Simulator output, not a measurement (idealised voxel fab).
The process module presented herein is designated voxel transistor to metal.
Square cell edge 5 nm, section width 205 nm, ID cut.
Throughout this document, each cross-section is represented as a grid of square cells and is presented as a sequence of bands enumerated from the top downward, where a band comprises one or more rows of cells. Top height, bottom height, nm. Materials left to right, width each, nm. Single material + "all across" = fills band edge to edge. "empty" = empty. It should be noted that heights are counted from 0, beneath which the wafer as supplied is of one material throughout, and that the lowest band possesses no lower boundary but continues downward, as written in "0..down". A width given as "30->40" starts at the first number in the band's top row and ends at the second number in its bottom row, shifting by an equal amount at every step from row to row. Take "no change occurred" at face value: in the step it is given for, the cross-section changed in none of its cells. Sealed void listing: empty space of 8 cells or more with no open way to the top, each as width x height at its distance from the left edge, in nm. The remark found on a step's line after its settings is issued by the simulator itself and pertains to that step. If you see "overlay nm" on a step's line and that step has a mask, it's telling you how far right of where it was planned the mask ended up; a negative number means it went left instead. Pairs ahead. Before: cross-section ahead of one process step. After: cross-section once the step is done, shown to the lowest changed band only. Under each pair: that step, with settings. Caution: pairs may come from different runs of this module on the same starting wafer; a pair follows the pair above only where its "Pre-step condition" entry says so.

-- Pre-step condition
  45..30 | SiO2 (60); empty (15); SiO2 (50); empty (15); SiO2 (65)
  30..20 | SiO2 (60); empty (15); SiO2 (5); SiN (10); SiCN (20); SiN (10); SiO2 (5); empty (15); SiO2 (65)
  20..10 | SiO2 (60); empty (15); SiO2 (5); SiN (10); polySi (20); SiN (10); SiO2 (5); empty (15); SiO2 (65)
  10..5 | SiO2 (50); SiN (10); empty (15); SiO2 (5); SiN (10); polySi (20); SiN (10); SiO2 (5); empty (15); SiN (10); SiO2 (55)
  5..0 | SiO2 (50); SiN (10); empty (10); pSi (10); SiN (10); polySi (20); SiN (10); pSi (10); empty (10); SiN (10); SiO2 (55)
  0..-5 | SiO2 (50); SiN (10); pSi (20); SiO2 (40); pSi (20); SiN (10); SiO2 (55)
  -5..-10 | SiO2 (65); pSi (15); Si (40); pSi (15); SiO2 (70)
  -10..-40 | SiO2 (60); Si (80); SiO2 (65)
  -40..down | Si all across
  Sealed void listing: none

-- Post-Step Appearance
  50..45 | TiN (65); empty (5); TiN (60); empty (5); TiN (70)
  45..30 | SiO2 (60); TiN (5); empty (5); TiN (5); SiO2 (50); TiN (5); empty (5); TiN (5); SiO2 (65)
  30..20 | SiO2 (60); TiN (5); empty (5); TiN (5); SiO2 (5); SiN (10); SiCN (20); SiN (10); SiO2 (5); TiN (5); empty (5); TiN (5); SiO2 (65)
  20..10 | SiO2 (60); TiN (5); empty (5); TiN (5); SiO2 (5); SiN (10); polySi (20); SiN (10); SiO2 (5); TiN (5); empty (5); TiN (5); SiO2 (65)
  10..5 | SiO2 (50); SiN (10); TiN (15); SiO2 (5); SiN (10); polySi (20); SiN (10); SiO2 (5); TiN (15); SiN (10); SiO2 (55)
  5..0 | SiO2 (50); SiN (10); TiN (10); pSi (10); SiN (10); polySi (20); SiN (10); pSi (10); TiN (10); SiN (10); SiO2 (55)
  below 0: unchanged
  Sealed void listing: none
Between the two cross-sections shown above lies CONFORMAL_DEP (material TiN; thk nm 5)

Pre-step condition: It is represented by the cross-section appearing after the step of the pair directly above.

-- Post-Step Appearance
  60..50 | W all across
  50..45 | TiN (65); W (5); TiN (60); W (5); TiN (70)
  45..30 | SiO2 (60); TiN (5); W (5); TiN (5); SiO2 (50); TiN (5); W (5); TiN (5); SiO2 (65)
  30..20 | SiO2 (60); TiN (5); W (5); TiN (5); SiO2 (5); SiN (10); SiCN (20); SiN (10); SiO2 (5); TiN (5); W (5); TiN (5); SiO2 (65)
  20..10 | SiO2 (60); TiN (5); W (5); TiN (5); SiO2 (5); SiN (10); polySi (20); SiN (10); SiO2 (5); TiN (5); W (5); TiN (5); SiO2 (65)
  below 10: unchanged
  Sealed void listing: none
Between the two cross-sections shown above lies FILL_DEP (material W; thk nm 10)

Pre-step condition: It is represented by the cross-section appearing after the step of the pair directly above.

-- Post-Step Appearance
  45..30 | SiO2 (60); TiN (5); W (5); TiN (5); SiO2 (50); TiN (5); W (5); TiN (5); SiO2 (65)
  below 30: unchanged
  Sealed void listing: none
Between the two cross-sections shown above lies CMP (height nm 45)

Pre-step condition: It is represented by the cross-section appearing after the step of the pair directly above.

-- Post-Step Appearance
  50..45 | SiCN all across
  below 45: unchanged
  Sealed void listing: none
Between the two cross-sections shown above lies CONFORMAL_DEP (material SiCN; thk nm 5)

Pre-step condition: It is represented by the cross-section appearing after the step of the pair directly above.

-- Post-Step Appearance
  65..50 | lowk all across
  below 50: unchanged
  Sealed void listing: none
Between the two cross-sections shown above lies DIRECTIONAL_DEP (material lowk; thk nm 15)

Pre-step condition: It is represented by the cross-section appearing after the step of the pair directly above.

-- Post-Step Appearance
  65..50 | lowk (60); empty (15); lowk (50); empty (15); lowk (65)
  below 50: unchanged
  Sealed void listing: none
Between the two cross-sections shown above lies MASKED_ETCH (tone open; mask id METAL_1; width nm 15; pitch nm 65; etch materials lowk; depth nm 15; overlay nm 0)

Pre-step condition: It is represented by the cross-section appearing after the step of the pair directly above.

-- Post-Step Appearance
  65..50 | lowk (60); empty (15); lowk (50); empty (15); lowk (65)
  50..45 | SiCN (60); empty (15); SiCN (50); empty (15); SiCN (65)
  below 45: unchanged
  Sealed void listing: none
Between the two cross-sections shown above lies MASKED_ETCH (tone open; mask id METAL_1; width nm 15; pitch nm 65; etch materials SiCN; depth nm 5; overlay nm 0)

Pre-step condition: It is represented by the cross-section appearing after the step of the pair directly above.

-- Post-Step Appearance
  70..65 | TiN (65); empty (5); TiN (60); empty (5); TiN (70)
  65..50 | lowk (60); TiN (5); empty (5); TiN (5); lowk (50); TiN (5); empty (5); TiN (5); lowk (65)
  50..45 | SiCN (60); TiN (15); SiCN (50); TiN (15); SiCN (65)
  below 45: unchanged
  Sealed void listing: none
Between the two cross-sections shown above lies CONFORMAL_DEP (material TiN; thk nm 5)

Pre-step condition: It is represented by the cross-section appearing after the step of the pair directly above.

-- Post-Step Appearance
  80..70 | Ru all across
  70..65 | TiN (65); Ru (5); TiN (60); Ru (5); TiN (70)
  65..50 | lowk (60); TiN (5); Ru (5); TiN (5); lowk (50); TiN (5); Ru (5); TiN (5); lowk (65)
  below 50: unchanged
  Sealed void listing: none
Between the two cross-sections shown above lies FILL_DEP (material Ru; thk nm 10)

Pre-step condition: It is represented by the cross-section appearing after the step of the pair directly above.

-- Post-Step Appearance
  65..50 | lowk (60); TiN (5); Ru (5); TiN (5); lowk (50); TiN (5); Ru (5); TiN (5); lowk (65)
  below 50: unchanged
  Sealed void listing: none
Between the two cross-sections shown above lies CMP (height nm 65)

Pre-step condition: It is represented by the cross-section appearing after the step of the pair directly above.

-- Post-Step Appearance
  70..65 | SiN all across
  below 65: unchanged
  Sealed void listing: none
Between the two cross-sections shown above lies CONFORMAL_DEP (material SiN; thk nm 5)

-- Pre-step condition
  45..30 | SiO2 all across
  30..20 | SiO2 (80); SiN (10); SiCN (20); SiN (10); SiO2 (85)
  20..10 | SiO2 (80); SiN (10); polySi (20); SiN (10); SiO2 (85)
  10..5 | SiO2 (50); SiN (10); SiO2 (20); SiN (10); polySi (20); SiN (10); SiO2 (20); SiN (10); SiO2 (55)
  5..0 | SiO2 (50); SiN (10); SiO2 (10); pSi (10); SiN (10); polySi (20); SiN (10); pSi (10); SiO2 (10); SiN (10); SiO2 (55)
  0..-5 | SiO2 (60); pSi (20); SiO2 (40); pSi (20); SiO2 (65)
  -5..-10 | SiO2 (60); pSi (20); Si (40); pSi (20); SiO2 (65)
  -10..-40 | SiO2 (60); Si (80); SiO2 (65)
  -40..down | Si all across
  Sealed void listing: none

-- Post-Step Appearance
  60..30 | SiO2 all across
  below 30: unchanged
  Sealed void listing: none
Between the two cross-sections shown above lies DIRECTIONAL_DEP (material SiO2; thk nm 15)

Pre-step condition: It is represented by the cross-section appearing after the step of the pair directly above.

-- Post-Step Appearance
  60..30 | SiO2 (60); empty (15); SiO2 (50); empty (15); SiO2 (65)
  30..20 | SiO2 (60); empty (15); SiO2 (5); SiN (10); SiCN (20); SiN (10); SiO2 (5); empty (15); SiO2 (65)
  20..15 | SiO2 (60); empty (15); SiO2 (5); SiN (10); polySi (20); SiN (10); SiO2 (5); empty (15); SiO2 (65)
  below 15: unchanged
  Sealed void listing: none
Between the two cross-sections shown above lies MASKED_ETCH (tone open; mask id CONTACT; width nm 15; pitch nm 65; etch materials SiO2; depth nm 45; overlay nm 0)

Pre-step condition: It is represented by the cross-section appearing after the step of the pair directly above.

-- Post-Step Appearance
  65..60 | TiN (65); empty (5); TiN (60); empty (5); TiN (70)
  60..30 | SiO2 (60); TiN (5); empty (5); TiN (5); SiO2 (50); TiN (5); empty (5); TiN (5); SiO2 (65)
  30..20 | SiO2 (60); TiN (5); empty (5); TiN (5); SiO2 (5); SiN (10); SiCN (20); SiN (10); SiO2 (5); TiN (5); empty (5); TiN (5); SiO2 (65)
  20..15 | SiO2 (60); TiN (15); SiO2 (5); SiN (10); polySi (20); SiN (10); SiO2 (5); TiN (15); SiO2 (65)
  below 15: unchanged
  Sealed void listing: none
Between the two cross-sections shown above lies CONFORMAL_DEP (material TiN; thk nm 5)

Pre-step condition: It is represented by the cross-section appearing after the step of the pair directly above.

-- Post-Step Appearance
  75..65 | W all across
  65..60 | TiN (65); W (5); TiN (60); W (5); TiN (70)
  60..30 | SiO2 (60); TiN (5); W (5); TiN (5); SiO2 (50); TiN (5); W (5); TiN (5); SiO2 (65)
  30..20 | SiO2 (60); TiN (5); W (5); TiN (5); SiO2 (5); SiN (10); SiCN (20); SiN (10); SiO2 (5); TiN (5); W (5); TiN (5); SiO2 (65)
  below 20: unchanged
  Sealed void listing: none
Between the two cross-sections shown above lies FILL_DEP (material W; thk nm 10)

Pre-step condition: It is represented by the cross-section appearing after the step of the pair directly above.

-- Post-Step Appearance
  45..30 | SiO2 (60); TiN (5); W (5); TiN (5); SiO2 (50); TiN (5); W (5); TiN (5); SiO2 (65)
  below 30: unchanged
  Sealed void listing: none
Between the two cross-sections shown above lies CMP (height nm 45)

Pre-step condition: It is represented by the cross-section appearing after the step of the pair directly above.

-- Post-Step Appearance
  50..45 | SiCN all across
  below 45: unchanged
  Sealed void listing: none
Between the two cross-sections shown above lies CONFORMAL_DEP (material SiCN; thk nm 5)

Pre-step condition: It is represented by the cross-section appearing after the step of the pair directly above.

-- Post-Step Appearance
  65..50 | lowk all across
  below 50: unchanged
  Sealed void listing: none
Between the two cross-sections shown above lies DIRECTIONAL_DEP (material lowk; thk nm 15)

Pre-step condition: It is represented by the cross-section appearing after the step of the pair directly above.

-- Post-Step Appearance
  65..50 | lowk (60); empty (15); lowk (50); empty (15); lowk (65)
  below 50: unchanged
  Sealed void listing: none
Between the two cross-sections shown above lies MASKED_ETCH (tone open; mask id METAL_1; width nm 15; pitch nm 65; etch materials lowk; depth nm 15; overlay nm 0)

Pre-step condition: It is represented by the cross-section appearing after the step of the pair directly above.

-- Post-Step Appearance
  65..50 | lowk (60); empty (15); lowk (50); empty (15); lowk (65)
  50..45 | SiCN (60); empty (15); SiCN (50); empty (15); SiCN (65)
  below 45: unchanged
  Sealed void listing: none
Between the two cross-sections shown above lies MASKED_ETCH (tone open; mask id METAL_1; width nm 15; pitch nm 65; etch materials SiCN; depth nm 5; overlay nm 0)

Pre-step condition: It is represented by the cross-section appearing after the step of the pair directly above.

-- Post-Step Appearance
  70..65 | TiN (65); empty (5); TiN (60); empty (5); TiN (70)
  65..50 | lowk (60); TiN (5); empty (5); TiN (5); lowk (50); TiN (5); empty (5); TiN (5); lowk (65)
  50..45 | SiCN (60); TiN (15); SiCN (50); TiN (15); SiCN (65)
  below 45: unchanged
  Sealed void listing: none
Between the two cross-sections shown above lies CONFORMAL_DEP (material TiN; thk nm 5)

Pre-step condition: It is represented by the cross-section appearing after the step of the pair directly above.

-- Post-Step Appearance
  80..70 | Ru all across
  70..65 | TiN (65); Ru (5); TiN (60); Ru (5); TiN (70)
  65..50 | lowk (60); TiN (5); Ru (5); TiN (5); lowk (50); TiN (5); Ru (5); TiN (5); lowk (65)
  below 50: unchanged
  Sealed void listing: none
Between the two cross-sections shown above lies FILL_DEP (material Ru; thk nm 10)

Pre-step condition: It is represented by the cross-section appearing after the step of the pair directly above.

-- Post-Step Appearance
  65..50 | lowk (60); TiN (5); Ru (5); TiN (5); lowk (50); TiN (5); Ru (5); TiN (5); lowk (65)
  below 50: unchanged
  Sealed void listing: none
Between the two cross-sections shown above lies CMP (height nm 65)

Pre-step condition: It is represented by the cross-section appearing after the step of the pair directly above.

-- Post-Step Appearance
  70..65 | SiN all across
  below 65: unchanged
  Sealed void listing: none
Between the two cross-sections shown above lies CONFORMAL_DEP (material SiN; thk nm 5)

-- Pre-step condition
  20..15 | empty (55); SiN (90); empty (60)
  15..5 | SiO2 (55); SiN (90); SiO2 (60)
  5..0 | SiO2 all across
  0..-40 | SiO2 (60); Si (80); SiO2 (65)
  -40..down | Si all across
  Sealed void listing: none

-- Post-Step Appearance
  20..10 | empty (55); SiN (90); empty (60)
  below 10: unchanged
  Sealed void listing: none
Between the two cross-sections shown above lies SELECTIVE_ETCH (etch materials SiO2; depth nm 5)

Pre-step condition: It is represented by the cross-section appearing after the step of the pair directly above.

-- Post-Step Appearance
  10..5 | SiO2 (55); empty (90); SiO2 (60)
  below 5: unchanged
  Sealed void listing: none
Between the two cross-sections shown above lies STRIP (etch materials SiN)

Pre-step condition: It is represented by the cross-section appearing after the step of the pair directly above.

-- Post-Step Appearance
  30..25 | polySi (55); empty (90); polySi (60)
  25..10 | polySi all across
  10..5 | SiO2 (55); polySi (90); SiO2 (60)
  below 5: unchanged
  Sealed void listing: none
Between the two cross-sections shown above lies DIRECTIONAL_DEP (material polySi; thk nm 20)

Pre-step condition: It is represented by the cross-section appearing after the step of the pair directly above.

-- Post-Step Appearance
  40..35 | SiCN (55); empty (90); SiCN (60)
  35..30 | SiCN all across
  30..25 | polySi (55); SiCN (90); polySi (60)
  below 25: unchanged
  Sealed void listing: none
Between the two cross-sections shown above lies DIRECTIONAL_DEP (material SiCN; thk nm 10)

Pre-step condition: It is represented by the cross-section appearing after the step of the pair directly above.

-- Post-Step Appearance
  50..45 | aC (55); empty (90); aC (60)
  45..40 | aC all across
  40..35 | SiCN (55); aC (90); SiCN (60)
  below 35: unchanged
  Sealed void listing: none
Between the two cross-sections shown above lies DIRECTIONAL_DEP (material aC; thk nm 10)

Pre-step condition: It is represented by the cross-section appearing after the step of the pair directly above.

-- Post-Step Appearance
  80..50 | empty (90); resist (20); empty (95)
  50..45 | aC (55); empty (35); resist (20); empty (35); aC (60)
  below 45: unchanged
  Sealed void listing: none
Between the two cross-sections shown above lies PATTERN (tone cover; mask id GATE; material resist; width nm 20; thk nm 30; overlay nm 0)

Pre-step condition: It is represented by the cross-section appearing after the step of the pair directly above.

-- Post-Step Appearance
  70..45 | empty (90); resist (20); empty (95)
  45..40 | empty (90); aC (20); empty (95)
  40..35 | SiCN (55); empty (35); aC (20); empty (35); SiCN (60)
  below 35: unchanged
  Sealed void listing: none
Between the two cross-sections shown above lies DIRECTIONAL_ETCH (etch materials aC; depth nm 10)

Pre-step condition: It is represented by the cross-section appearing after the step of the pair directly above.

-- Post-Step Appearance
  45..40 | empty (90); aC (20); empty (95)
  below 40: unchanged
  Sealed void listing: none
Between the two cross-sections shown above lies STRIP (etch materials resist)

Pre-step condition: It is represented by the cross-section appearing after the step of the pair directly above.

-- Post-Step Appearance
  45..35 | empty (90); aC (20); empty (95)
  35..30 | empty (90); SiCN (20); empty (95)
  30..25 | polySi (55); empty (35); SiCN (20); empty (35); polySi (60)
  below 25: unchanged
  Sealed void listing: none
Between the two cross-sections shown above lies DIRECTIONAL_ETCH (etch materials SiCN; depth nm 20)

Pre-step condition: It is represented by the cross-section appearing after the step of the pair directly above.

-- Post-Step Appearance
  45..35 | empty (90); aC (20); empty (95)
  35..25 | empty (90); SiCN (20); empty (95)
  25..10 | empty (90); polySi (20); empty (95)
  10..5 | SiO2 (55); empty (35); polySi (20); empty (35); SiO2 (60)
  below 5: unchanged
  Sealed void listing: none
Between the two cross-sections shown above lies DIRECTIONAL_ETCH (etch materials polySi; depth nm 30)

Pre-step condition: It is represented by the cross-section appearing after the step of the pair directly above.

-- Post-Step Appearance
  35..25 | empty (90); SiCN (20); empty (95)
  below 25: unchanged
  Sealed void listing: none
Between the two cross-sections shown above lies STRIP (etch materials aC)

Pre-step condition: It is represented by the cross-section appearing after the step of the pair directly above.

-- Post-Step Appearance
  45..35 | empty (80); SiN (40); empty (85)
  35..25 | empty (80); SiN (10); SiCN (20); SiN (10); empty (85)
  25..20 | empty (80); SiN (10); polySi (20); SiN (10); empty (85)
  20..15 | SiN (65); empty (15); SiN (10); polySi (20); SiN (10); empty (15); SiN (70)
  15..10 | SiN (90); polySi (20); SiN (95)
  10..5 | SiO2 (55); SiN (35); polySi (20); SiN (35); SiO2 (60)
  below 5: unchanged
  Sealed void listing: none
Between the two cross-sections shown above lies CONFORMAL_DEP (material SiN; thk nm 10)

Pre-step condition: It is represented by the cross-section appearing after the step of the pair directly above.

-- Post-Step Appearance
  35..25 | empty (80); SiN (10); SiCN (20); SiN (10); empty (85)
  25..10 | empty (80); SiN (10); polySi (20); SiN (10); empty (85)
  10..5 | SiO2 (55); SiN (10); empty (15); SiN (10); polySi (20); SiN (10); empty (15); SiN (10); SiO2 (60)
  below 5: unchanged
  Sealed void listing: none
Between the two cross-sections shown above lies DIRECTIONAL_ETCH (etch materials SiN; depth nm 10)

Pre-step condition: It is represented by the cross-section appearing after the step of the pair directly above.

-- Post-Step Appearance
  35..25 | empty (80); SiN (10); SiCN (20); SiN (10); empty (85)
  25..10 | empty (80); SiN (10); polySi (20); SiN (10); empty (85)
  10..5 | empty (55); SiN (10); empty (15); SiN (10); polySi (20); SiN (10); empty (15); SiN (10); empty (60)
  5..0 | SiO2 (65); empty (15); SiO2 (40); empty (15); SiO2 (70)
  below 0: unchanged
  Sealed void listing: none
Between the two cross-sections shown above lies DIRECTIONAL_ETCH (etch materials SiO2; depth nm 5)

Pre-step condition: It is represented by the cross-section appearing after the step of the pair directly above.

-- Post-Step Appearance
  35..25 | empty (80); SiN (10); SiCN (20); SiN (10); empty (85)
  25..10 | empty (80); SiN (10); polySi (20); SiN (10); empty (85)
  10..5 | empty (55); SiN (10); empty (15); SiN (10); polySi (20); SiN (10); empty (15); SiN (10); empty (60)
  5..0 | SiO2 (65); empty (15); SiO2 (40); empty (15); SiO2 (70)
  0..-5 | SiO2 (60); Si (5); empty (15); Si (40); empty (15); Si (5); SiO2 (65)
  below -5: unchanged
  Sealed void listing: none
Between the two cross-sections shown above lies DIRECTIONAL_ETCH (etch materials Si; depth nm 5)

Pre-step condition: It is represented by the cross-section appearing after the step of the pair directly above.

-- Post-Step Appearance
  35..25 | empty (80); SiN (10); SiCN (20); SiN (10); empty (85)
  25..10 | empty (80); SiN (10); polySi (20); SiN (10); empty (85)
  10..5 | empty (55); SiN (10); pSi (15); SiN (10); polySi (20); SiN (10); pSi (15); SiN (10); empty (60)
  5..0 | SiO2 (65); pSi (15); SiO2 (40); pSi (15); SiO2 (70)
  0..-5 | SiO2 (60); Si (5); pSi (15); Si (40); pSi (15); Si (5); SiO2 (65)
  below -5: unchanged
  Sealed void listing: none
Between the two cross-sections shown above lies EPI (material pSi; thk nm 10)

Pre-step condition: It is represented by the cross-section appearing after the step of the pair directly above.

-- Post-Step Appearance
  40..35 | SiO2 all across
  35..25 | SiO2 (80); SiN (10); SiCN (20); SiN (10); SiO2 (85)
  25..10 | SiO2 (80); SiN (10); polySi (20); SiN (10); SiO2 (85)
  10..5 | SiO2 (55); SiN (10); pSi (15); SiN (10); polySi (20); SiN (10); pSi (15); SiN (10); SiO2 (60)
  below 5: unchanged
  Sealed void listing: none
Between the two cross-sections shown above lies FILL_DEP (material SiO2; thk nm 5)

Pre-step condition: It is represented by the cross-section appearing after the step of the pair directly above.

-- Post-Step Appearance
  30..25 | SiO2 (80); SiN (10); SiCN (20); SiN (10); SiO2 (85)
  below 25: unchanged
  Sealed void listing: none
Between the two cross-sections shown above lies CMP (height nm 30)

Pre-step condition: It is represented by the cross-section appearing after the step of the pair directly above.

-- Post-Step Appearance
  45..30 | SiO2 all across
  below 30: unchanged
  Sealed void listing: none
Between the two cross-sections shown above lies DIRECTIONAL_DEP (material SiO2; thk nm 15)

Pre-step condition: It is represented by the cross-section appearing after the step of the pair directly above.

-- Post-Step Appearance
  45..30 | SiO2 (60); empty (15); SiO2 (50); empty (15); SiO2 (65)
  30..25 | SiO2 (60); empty (15); SiO2 (5); SiN (10); SiCN (20); SiN (10); SiO2 (5); empty (15); SiO2 (65)
  25..10 | SiO2 (60); empty (15); SiO2 (5); SiN (10); polySi (20); SiN (10); SiO2 (5); empty (15); SiO2 (65)
  below 10: unchanged
  Sealed void listing: none
Between the two cross-sections shown above lies MASKED_ETCH (tone open; mask id CONTACT; width nm 15; pitch nm 65; etch materials SiO2; depth nm 45; overlay nm 0)

Pre-step condition: It is represented by the cross-section appearing after the step of the pair directly above.

-- Post-Step Appearance
  50..45 | TiN (65); empty (5); TiN (60); empty (5); TiN (70)
  45..30 | SiO2 (60); TiN (5); empty (5); TiN (5); SiO2 (50); TiN (5); empty (5); TiN (5); SiO2 (65)
  30..25 | SiO2 (60); TiN (5); empty (5); TiN (5); SiO2 (5); SiN (10); SiCN (20); SiN (10); SiO2 (5); TiN (5); empty (5); TiN (5); SiO2 (65)
  25..15 | SiO2 (60); TiN (5); empty (5); TiN (5); SiO2 (5); SiN (10); polySi (20); SiN (10); SiO2 (5); TiN (5); empty (5); TiN (5); SiO2 (65)
  15..10 | SiO2 (60); TiN (15); SiO2 (5); SiN (10); polySi (20); SiN (10); SiO2 (5); TiN (15); SiO2 (65)
  below 10: unchanged
  Sealed void listing: none
Between the two cross-sections shown above lies CONFORMAL_DEP (material TiN; thk nm 5)

Pre-step condition: It is represented by the cross-section appearing after the step of the pair directly above.

-- Post-Step Appearance
  60..50 | W all across
  50..45 | TiN (65); W (5); TiN (60); W (5); TiN (70)
  45..30 | SiO2 (60); TiN (5); W (5); TiN (5); SiO2 (50); TiN (5); W (5); TiN (5); SiO2 (65)
  30..25 | SiO2 (60); TiN (5); W (5); TiN (5); SiO2 (5); SiN (10); SiCN (20); SiN (10); SiO2 (5); TiN (5); W (5); TiN (5); SiO2 (65)
  25..15 | SiO2 (60); TiN (5); W (5); TiN (5); SiO2 (5); SiN (10); polySi (20); SiN (10); SiO2 (5); TiN (5); W (5); TiN (5); SiO2 (65)
  below 15: unchanged
  Sealed void listing: none
Between the two cross-sections shown above lies FILL_DEP (material W; thk nm 10)

Pre-step condition: It is represented by the cross-section appearing after the step of the pair directly above.

-- Post-Step Appearance
  45..30 | SiO2 (60); TiN (5); W (5); TiN (5); SiO2 (50); TiN (5); W (5); TiN (5); SiO2 (65)
  below 30: unchanged
  Sealed void listing: none
Between the two cross-sections shown above lies CMP (height nm 45)

Pre-step condition: It is represented by the cross-section appearing after the step of the pair directly above.

-- Post-Step Appearance
  50..45 | SiCN all across
  below 45: unchanged
  Sealed void listing: none
Between the two cross-sections shown above lies CONFORMAL_DEP (material SiCN; thk nm 5)

Pre-step condition: It is represented by the cross-section appearing after the step of the pair directly above.

-- Post-Step Appearance
  65..50 | lowk all across
  below 50: unchanged
  Sealed void listing: none
Between the two cross-sections shown above lies DIRECTIONAL_DEP (material lowk; thk nm 15)

Pre-step condition: It is represented by the cross-section appearing after the step of the pair directly above.

-- Post-Step Appearance
  65..50 | lowk (60); empty (15); lowk (50); empty (15); lowk (65)
  below 50: unchanged
  Sealed void listing: none
Between the two cross-sections shown above lies MASKED_ETCH (tone open; mask id METAL_1; width nm 15; pitch nm 65; etch materials lowk; depth nm 15; overlay nm 0)

Pre-step condition: It is represented by the cross-section appearing after the step of the pair directly above.

-- Post-Step Appearance
  65..50 | lowk (60); empty (15); lowk (50); empty (15); lowk (65)
  50..45 | SiCN (60); empty (15); SiCN (50); empty (15); SiCN (65)
  below 45: unchanged
  Sealed void listing: none
Between the two cross-sections shown above lies MASKED_ETCH (tone open; mask id METAL_1; width nm 15; pitch nm 65; etch materials SiCN; depth nm 5; overlay nm 0)

Pre-step condition: It is represented by the cross-section appearing after the step of the pair directly above.

-- Post-Step Appearance
  70..65 | TiN (65); empty (5); TiN (60); empty (5); TiN (70)
  65..50 | lowk (60); TiN (5); empty (5); TiN (5); lowk (50); TiN (5); empty (5); TiN (5); lowk (65)
  50..45 | SiCN (60); TiN (15); SiCN (50); TiN (15); SiCN (65)
  below 45: unchanged
  Sealed void listing: none
Between the two cross-sections shown above lies CONFORMAL_DEP (material TiN; thk nm 5)

Pre-step condition: It is represented by the cross-section appearing after the step of the pair directly above.

-- Post-Step Appearance
  80..70 | Ru all across
  70..65 | TiN (65); Ru (5); TiN (60); Ru (5); TiN (70)
  65..50 | lowk (60); TiN (5); Ru (5); TiN (5); lowk (50); TiN (5); Ru (5); TiN (5); lowk (65)
  below 50: unchanged
  Sealed void listing: none
Between the two cross-sections shown above lies FILL_DEP (material Ru; thk nm 10)

Pre-step condition: It is represented by the cross-section appearing after the step of the pair directly above.

-- Post-Step Appearance
  65..50 | lowk (60); TiN (5); Ru (5); TiN (5); lowk (50); TiN (5); Ru (5); TiN (5); lowk (65)
  below 50: unchanged
  Sealed void listing: none
Between the two cross-sections shown above lies CMP (height nm 65)

Pre-step condition: It is represented by the cross-section appearing after the step of the pair directly above.

-- Post-Step Appearance
  70..65 | SiN all across
  below 65: unchanged
  Sealed void listing: none
Between the two cross-sections shown above lies CONFORMAL_DEP (material SiN; thk nm 5)

-- Pre-step condition
  40..30 | empty (80); SiN (40); empty (85)
  30..20 | empty (80); SiN (10); SiCN (20); SiN (10); empty (85)
  20..10 | SiN (60); empty (20); SiN (10); polySi (20); SiN (10); empty (20); SiN (65)
  10..0 | SiO2 (50); SiN (40); polySi (20); SiN (40); SiO2 (55)
  0..-5 | SiO2 all across
  -5..-40 | SiO2 (60); Si (80); SiO2 (65)
  -40..down | Si all across
  Sealed void listing: none

-- Post-Step Appearance
  30..25 | empty (90); SiCN (20); empty (95)
  25..20 | empty (80); SiN (10); SiCN (20); SiN (10); empty (85)
  20..10 | empty (80); SiN (10); polySi (20); SiN (10); empty (85)
  10..5 | SiO2 (50); empty (30); SiN (10); polySi (20); SiN (10); empty (30); SiO2 (55)
  5..0 | SiO2 (50); SiN (10); empty (20); SiN (10); polySi (20); SiN (10); empty (20); SiN (10); SiO2 (55)
  below 0: unchanged
  Sealed void listing: none
Between the two cross-sections shown above lies DIRECTIONAL_ETCH (etch materials SiN; depth nm 15)

Pre-step condition: It is represented by the cross-section appearing after the step of the pair directly above.

-- Post-Step Appearance
  30..25 | empty (90); SiCN (20); empty (95)
  25..20 | empty (80); SiN (10); SiCN (20); SiN (10); empty (85)
  20..5 | empty (80); SiN (10); polySi (20); SiN (10); empty (85)
  5..0 | SiO2 (50); SiN (10); empty (20); SiN (10); polySi (20); SiN (10); empty (20); SiN (10); SiO2 (55)
  0..-5 | SiO2 (60); empty (20); SiO2 (40); empty (20); SiO2 (65)
  below -5: unchanged
  Sealed void listing: none
Between the two cross-sections shown above lies DIRECTIONAL_ETCH (etch materials SiO2; depth nm 5)

Pre-step condition: It is represented by the cross-section appearing after the step of the pair directly above.

-- Post-Step Appearance
  30..25 | empty (90); SiCN (20); empty (95)
  25..20 | empty (80); SiN (10); SiCN (20); SiN (10); empty (85)
  20..5 | empty (80); SiN (10); polySi (20); SiN (10); empty (85)
  5..0 | SiO2 (50); SiN (10); empty (20); SiN (10); polySi (20); SiN (10); empty (20); SiN (10); SiO2 (55)
  0..-5 | SiO2 (60); empty (20); SiO2 (40); empty (20); SiO2 (65)
  -5..-10 | SiO2 (60); empty (20); Si (40); empty (20); SiO2 (65)
  below -10: unchanged
  Sealed void listing: none
Between the two cross-sections shown above lies DIRECTIONAL_ETCH (etch materials Si; depth nm 5)

Pre-step condition: It is represented by the cross-section appearing after the step of the pair directly above.

-- Post-Step Appearance
  30..25 | empty (90); SiCN (20); empty (95)
  25..20 | empty (80); SiN (10); SiCN (20); SiN (10); empty (85)
  20..5 | empty (80); SiN (10); polySi (20); SiN (10); empty (85)
  5..0 | SiO2 (50); SiN (10); empty (10); pSi (10); SiN (10); polySi (20); SiN (10); pSi (10); empty (10); SiN (10); SiO2 (55)
  0..-5 | SiO2 (60); pSi (20); SiO2 (40); pSi (20); SiO2 (65)
  -5..-10 | SiO2 (60); pSi (20); Si (40); pSi (20); SiO2 (65)
  below -10: unchanged
  Sealed void listing: none
Between the two cross-sections shown above lies EPI (material pSi; thk nm 10)

Pre-step condition: It is represented by the cross-section appearing after the step of the pair directly above.

-- Post-Step Appearance
  35..30 | SiO2 all across
  30..25 | SiO2 (90); SiCN (20); SiO2 (95)
  25..20 | SiO2 (80); SiN (10); SiCN (20); SiN (10); SiO2 (85)
  20..5 | SiO2 (80); SiN (10); polySi (20); SiN (10); SiO2 (85)
  5..0 | SiO2 (50); SiN (10); SiO2 (10); pSi (10); SiN (10); polySi (20); SiN (10); pSi (10); SiO2 (10); SiN (10); SiO2 (55)
  below 0: unchanged
  Sealed void listing: none
Between the two cross-sections shown above lies FILL_DEP (material SiO2; thk nm 5)

Pre-step condition: It is represented by the cross-section appearing after the step of the pair directly above.

-- Post-Step Appearance
  30..25 | SiO2 (90); SiCN (20); SiO2 (95)
  below 25: unchanged
  Sealed void listing: none
Between the two cross-sections shown above lies CMP (height nm 30)

Pre-step condition: It is represented by the cross-section appearing after the step of the pair directly above.

-- Post-Step Appearance
  45..30 | SiO2 all across
  below 30: unchanged
  Sealed void listing: none
Between the two cross-sections shown above lies DIRECTIONAL_DEP (material SiO2; thk nm 15)
